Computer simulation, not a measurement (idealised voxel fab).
process module | voxel gate over fins
cross-section cut | 250 nm wide | cells 5 nm
A cross-section is a grid of square cells, given in bands from the top down. A band is one or more rows of cells.
Each band's line starts with the height of the band's top and of its bottom, in nm. Then come its materials from left to right, each with its width in nm. One material with "throughout" fills the band from edge to edge. "air" is empty space.
Height 0 is the level under which the wafer as received is all one material. The lowest band goes on downwards, as in "0 down".
A width such as "30 to 40" changes by the same amount from each row of cells to the next, from the band's top row to its bottom row.
"no change" after a step means that no cell of the cross-section changed.
closed voids: empty space of 8 cells or more with no open way to the top, each as width x height at its distance from the left edge, in nm
after a step's settings: what the simulator itself notes on the step
overlay nm, on a step with a mask: how far to the right of its planned place the mask lay; to the left if negative
plan
1 op RECEIVE | material Si
2 op CONFORMAL_DEP | material SiN | thk nm 10
3 op PATTERN | tone cover | mask id FINS | material resist | width nm 15 | pitch nm 60 | thk nm 20 | overlay nm 0
4 op DIRECTIONAL_ETCH | etch materials SiN | depth nm 10
5 op DIRECTIONAL_ETCH | etch materials Si | depth nm 40
6 op STRIP | etch materials resist
7 op OXIDIZE | depth nm 5
8 op FILL_DEP | material SiO2 | thk nm 5
9 op CMP | height nm 10
10 op MASKED_ETCH | tone open | mask id RAIL | width nm 15 | etch materials SiO2 | depth nm 45 | overlay nm 0
11 op CONFORMAL_DEP | material TiN | thk nm 5
12 op FILL_DEP | material Ru | thk nm 10
13 op CMP | height nm 10
14 op SELECTIVE_ETCH | etch materials W Ru TiN | depth nm 25
15 op FILL_DEP | material SiO2 | thk nm 5
16 op CMP | height nm 10
17 op SELECTIVE_ETCH | etch materials SiO2 | depth nm 20
18 op STRIP | etch materials SiN
19 op CONFORMAL_DEP | material HfO2 | thk nm 5
20 op CONFORMAL_DEP | material TiN | thk nm 5
21 op CONFORMAL_DEP | material TiAl | thk nm 5
22 op CONFORMAL_DEP | material TiN | thk nm 5
23 op FILL_DEP | material W | thk nm 10
24 op CMP | height nm 25
25 op CONFORMAL_DEP | material SiCN | thk nm 10
varied across the wafers: width nm of step 3. The plan shows the first wafer's value. All wafers start alike
first wafer as received, after step 1
  0 down: Si throughout
  closed voids: none
each wafer at the end: cells of each material gained (+) or lost (-) since it was received, then its closed voids
width nm 15 | +66 HfO2 | +3 Ru | -414 Si | +100 SiCN | +310 SiO2 | +66 TiAl | +141 TiN | +78 W | closed voids: none
width nm 20 | +66 HfO2 | +3 Ru | -378 Si | +100 SiCN | +282 SiO2 | +66 TiAl | +141 TiN | +70 W | closed voids: none
width nm 25 | +66 HfO2 | +3 Ru | -342 Si | +100 SiCN | +254 SiO2 | +66 TiAl | +141 TiN | +62 W | closed voids: none
width nm 30 | +66 HfO2 | +3 Ru | -306 Si | +100 SiCN | +226 SiO2 | +66 TiAl | +141 TiN | +54 W | closed voids: none
